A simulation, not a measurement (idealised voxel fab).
The following process module bears the name voxel self aligned vias.
The figure presents cross-section cut, which has a width of 235 nm and is divided into square cells with an edge length of 5 nm.
Bands, listed from the top down, are how a cross-section gets written in this document; the cross-section itself is a grid of square cells, and a band is one or more rows of them.
Top, bottom (nm), then materials left to right with widths (nm); lone material tagged "all across" fills the whole band edge to edge; "blank" = empty space.
Heights from 0 (as-received wafer is one material below). Bottom band endless downward, as "top 0, no bottom".
When a width is written as two numbers, as in "30->40", the first number is the width in the top row of cells of the band and the second is the width in its bottom row, and the width changes by the same amount from each row to the next.
The designation "same as before", where it is given for a processing step, indicates that no cell of the cross-section was altered in the course of that step.
This entry, "Trapped void list", enumerates those empty regions of no fewer than 8 cells that possess no open connection to the top. Each region is reported in the form width x height at distance, the distance being taken from the left edge, with all three quantities expressed in nm.
That trailing text on a step's line, after the settings, is the simulator's own remark on the step.
On any step carrying a mask, the "overlay nm" setting, if present on the step's line, tells how far right of its planned place the mask lay; negative values point to the left.

[Process steps - plan]
1. RECEIVE: material Si
2. CONFORMAL_DEP: material SiO2, thk nm 10
3. CONFORMAL_DEP: material SiCN, thk nm 5
4. DIRECTIONAL_DEP: material lowk, thk nm 30
5. PATTERN: tone open, mask id LINES, material resist, width nm 25, pitch nm 65, thk nm 15, overlay nm 0
6. DIRECTIONAL_ETCH: etch materials lowk, depth nm 30
7. STRIP: etch materials resist
8. CONFORMAL_DEP: material TiN, thk nm 5
9. FILL_DEP: material Ru, thk nm 5
10. CMP: height nm 45
11. SELECTIVE_ETCH: etch materials W Ru TiN, depth nm 5
12. FILL_DEP: material SiN, thk nm 5
13. CMP: height nm 45
14. DIRECTIONAL_DEP: material lowk, thk nm 20
15. MASKED_ETCH: tone open, mask id VIAS, width nm 35, pitch nm 65, etch materials lowk, depth nm 20, overlay nm 0
16. MASKED_ETCH: tone open, mask id VIAS, width nm 35, pitch nm 65, etch materials SiN, depth nm 5, overlay nm 0
17. CONFORMAL_DEP: material TiN, thk nm 5
18. FILL_DEP: material W, thk nm 10
19. CMP: height nm 65
20. CONFORMAL_DEP: material SiN, thk nm 5

[First wafer of two (run as planned)]

[Cross-section of the wafer upon arrival, representing the state reached after step 1]
    top 0, no bottom = Si all across
    Trapped void list: none

[The following cross-section depicts the wafer upon completion of step 2]
    top 10, bottom 0 = SiO2 all across
    Lower than 0, everything is as it was.

[The following cross-section depicts the wafer upon completion of step 3]
    top 15, bottom 10 = SiCN all across
    Lower than 10, everything is as it was.

[The following cross-section depicts the wafer upon completion of step 4]
    top 45, bottom 15 = lowk all across
    Lower than 15, everything is as it was.

[The following cross-section depicts the wafer upon completion of step 5]
    top 60, bottom 45 = resist: 40, then blank: 25, then resist: 40, then blank: 25, then resist: 40, then blank: 25, then resist: 40
    Lower than 45, everything is as it was.

[The following cross-section depicts the wafer upon completion of step 6]
    top 60, bottom 45 = resist: 40, then blank: 25, then resist: 40, then blank: 25, then resist: 40, then blank: 25, then resist: 40
    top 45, bottom 15 = lowk: 40, then blank: 25, then lowk: 40, then blank: 25, then lowk: 40, then blank: 25, then lowk: 40
    Lower than 15, everything is as it was.

[The following cross-section depicts the wafer upon completion of step 7]
    top 45, bottom 15 = lowk: 40, then blank: 25, then lowk: 40, then blank: 25, then lowk: 40, then blank: 25, then lowk: 40
    Lower than 15, everything is as it was.

[The following cross-section depicts the wafer upon completion of step 8]
    top 50, bottom 45 = TiN: 45, then blank: 15, then TiN: 50, then blank: 15, then TiN: 50, then blank: 15, then TiN: 45
    top 45, bottom 20 = lowk: 40, then TiN: 5, then blank: 15, then TiN: 5, then lowk: 40, then TiN: 5, then blank: 15, then TiN: 5, then lowk: 40, then TiN: 5, then blank: 15, then TiN: 5, then lowk: 40
    top 20, bottom 15 = lowk: 40, then TiN: 25, then lowk: 40, then TiN: 25, then lowk: 40, then TiN: 25, then lowk: 40
    Lower than 15, everything is as it was.

[The following cross-section depicts the wafer upon completion of step 9]
    top 55, bottom 50 = Ru all across
    top 50, bottom 45 = TiN: 45, then Ru: 15, then TiN: 50, then Ru: 15, then TiN: 50, then Ru: 15, then TiN: 45
    top 45, bottom 20 = lowk: 40, then TiN: 5, then Ru: 15, then TiN: 5, then lowk: 40, then TiN: 5, then Ru: 15, then TiN: 5, then lowk: 40, then TiN: 5, then Ru: 15, then TiN: 5, then lowk: 40
    Lower than 20, everything is as it was.

[The following cross-section depicts the wafer upon completion of step 10]
    top 45, bottom 20 = lowk: 40, then TiN: 5, then Ru: 15, then TiN: 5, then lowk: 40, then TiN: 5, then Ru: 15, then TiN: 5, then lowk: 40, then TiN: 5, then Ru: 15, then TiN: 5, then lowk: 40
    Lower than 20, everything is as it was.

[The following cross-section depicts the wafer upon completion of step 11]
    top 45, bottom 40 = lowk: 40, then blank: 25, then lowk: 40, then blank: 25, then lowk: 40, then blank: 25, then lowk: 40
    Lower than 40, everything is as it was.

[The following cross-section depicts the wafer upon completion of step 12]
    top 50, bottom 45 = SiN all across
    top 45, bottom 40 = lowk: 40, then SiN: 25, then lowk: 40, then SiN: 25, then lowk: 40, then SiN: 25, then lowk: 40
    Lower than 40, everything is as it was.

[The following cross-section depicts the wafer upon completion of step 13]
    top 45, bottom 40 = lowk: 40, then SiN: 25, then lowk: 40, then SiN: 25, then lowk: 40, then SiN: 25, then lowk: 40
    Lower than 40, everything is as it was.

[The following cross-section depicts the wafer upon completion of step 14]
    top 65, bottom 45 = lowk all across
    Lower than 45, everything is as it was.

[The following cross-section depicts the wafer upon completion of step 15]
    top 65, bottom 45 = lowk: 35, then blank: 35, then lowk: 30, then blank: 35, then lowk: 30, then blank: 35, then lowk: 35
    Lower than 45, everything is as it was.

[The following cross-section depicts the wafer upon completion of step 16]
    top 65, bottom 45 = lowk: 35, then blank: 35, then lowk: 30, then blank: 35, then lowk: 30, then blank: 35, then lowk: 35
    top 45, bottom 40 = lowk: 40, then blank: 25, then lowk: 40, then blank: 25, then lowk: 40, then blank: 25, then lowk: 40
    Lower than 40, everything is as it was.

[The following cross-section depicts the wafer upon completion of step 17]
    top 70, bottom 65 = TiN: 40, then blank: 25, then TiN: 40, then blank: 25, then TiN: 40, then blank: 25, then TiN: 40
    top 65, bottom 50 = lowk: 35, then TiN: 5, then blank: 25, then TiN: 5, then lowk: 30, then TiN: 5, then blank: 25, then TiN: 5, then lowk: 30, then TiN: 5, then blank: 25, then TiN: 5, then lowk: 35
    top 50, bottom 45 = lowk: 35, then TiN: 10, then blank: 15, then TiN: 10, then lowk: 30, then TiN: 10, then blank: 15, then TiN: 10, then lowk: 30, then TiN: 10, then blank: 15, then TiN: 10, then lowk: 35
    top 45, bottom 40 = lowk: 40, then TiN: 25, then lowk: 40, then TiN: 25, then lowk: 40, then TiN: 25, then lowk: 40
    Lower than 40, everything is as it was.

[The following cross-section depicts the wafer upon completion of step 18]
    top 80, bottom 70 = W all across
    top 70, bottom 65 = TiN: 40, then W: 25, then TiN: 40, then W: 25, then TiN: 40, then W: 25, then TiN: 40
    top 65, bottom 50 = lowk: 35, then TiN: 5, then W: 25, then TiN: 5, then lowk: 30, then TiN: 5, then W: 25, then TiN: 5, then lowk: 30, then TiN: 5, then W: 25, then TiN: 5, then lowk: 35
    top 50, bottom 45 = lowk: 35, then TiN: 10, then W: 15, then TiN: 10, then lowk: 30, then TiN: 10, then W: 15, then TiN: 10, then lowk: 30, then TiN: 10, then W: 15, then TiN: 10, then lowk: 35
    Lower than 45, everything is as it was.

[The following cross-section depicts the wafer upon completion of step 19]
    top 65, bottom 50 = lowk: 35, then TiN: 5, then W: 25, then TiN: 5, then lowk: 30, then TiN: 5, then W: 25, then TiN: 5, then lowk: 30, then TiN: 5, then W: 25, then TiN: 5, then lowk: 35
    Lower than 50, everything is as it was.

[The following cross-section depicts the wafer upon completion of step 20]
    top 70, bottom 65 = SiN all across
    Lower than 65, everything is as it was.

[Wafer two. Identical start, identical plan. One mistake in execution. Identical history through step 14]

[when step 15 should have ended]
    top 65, bottom 45 = lowk: 45, then blank: 35, then lowk: 30, then blank: 35, then lowk: 30, then blank: 35, then lowk: 25
    Lower than 45, everything is as it was.

[when step 16 should have ended]
    top 65, bottom 45 = lowk: 45, then blank: 35, then lowk: 30, then blank: 35, then lowk: 30, then blank: 35, then lowk: 25
    top 45, bottom 40 = lowk: 40, then SiN: 5, then blank: 20, then lowk: 40, then SiN: 5, then blank: 20, then lowk: 40, then SiN: 5, then blank: 20, then lowk: 40
    Lower than 40, everything is as it was.

[when step 17 should have ended]
    top 70, bottom 65 = TiN: 50, then blank: 25, then TiN: 40, then blank: 25, then TiN: 40, then blank: 25, then TiN: 30
    top 65, bottom 50 = lowk: 45, then TiN: 5, then blank: 25, then TiN: 5, then lowk: 30, then TiN: 5, then blank: 25, then TiN: 5, then lowk: 30, then TiN: 5, then blank: 25, then TiN: 5, then lowk: 25
    top 50, bottom 45 = lowk: 45, then TiN: 5, then blank: 10, then TiN: 20, then lowk: 30, then TiN: 5, then blank: 10, then TiN: 20, then lowk: 30, then TiN: 5, then blank: 10, then TiN: 20, then lowk: 25
    top 45, bottom 40 = lowk: 40, then SiN: 5, then TiN: 20, then lowk: 40, then SiN: 5, then TiN: 20, then lowk: 40, then SiN: 5, then TiN: 20, then lowk: 40
    Lower than 40, everything is as it was.

[when step 18 should have ended]
    top 80, bottom 70 = W all across
    top 70, bottom 65 = TiN: 50, then W: 25, then TiN: 40, then W: 25, then TiN: 40, then W: 25, then TiN: 30
    top 65, bottom 50 = lowk: 45, then TiN: 5, then W: 25, then TiN: 5, then lowk: 30, then TiN: 5, then W: 25, then TiN: 5, then lowk: 30, then TiN: 5, then W: 25, then TiN: 5, then lowk: 25
    top 50, bottom 45 = lowk: 45, then TiN: 5, then W: 10, then TiN: 20, then lowk: 30, then TiN: 5, then W: 10, then TiN: 20, then lowk: 30, then TiN: 5, then W: 10, then TiN: 20, then lowk: 25
    Lower than 45, everything is as it was.

[when step 19 should have ended]
    top 65, bottom 50 = lowk: 45, then TiN: 5, then W: 25, then TiN: 5, then lowk: 30, then TiN: 5, then W: 25, then TiN: 5, then lowk: 30, then TiN: 5, then W: 25, then TiN: 5, then lowk: 25
    Lower than 50, everything is as it was.

[when step 20 should have ended]
    top 70, bottom 65 = SiN all across
    Lower than 65, everything is as it was.
So what did we get wrong on this run? step 15: run off-plan, actual operation and settings MASKED_ETCH: tone open, mask id VIAS, width nm 35, pitch nm 65, etch materials lowk, depth nm 20, overlay nm 10
End of process, cell counts, second wafer against first, materials with more or fewer: SiN: 3 more; W: 3 fewer
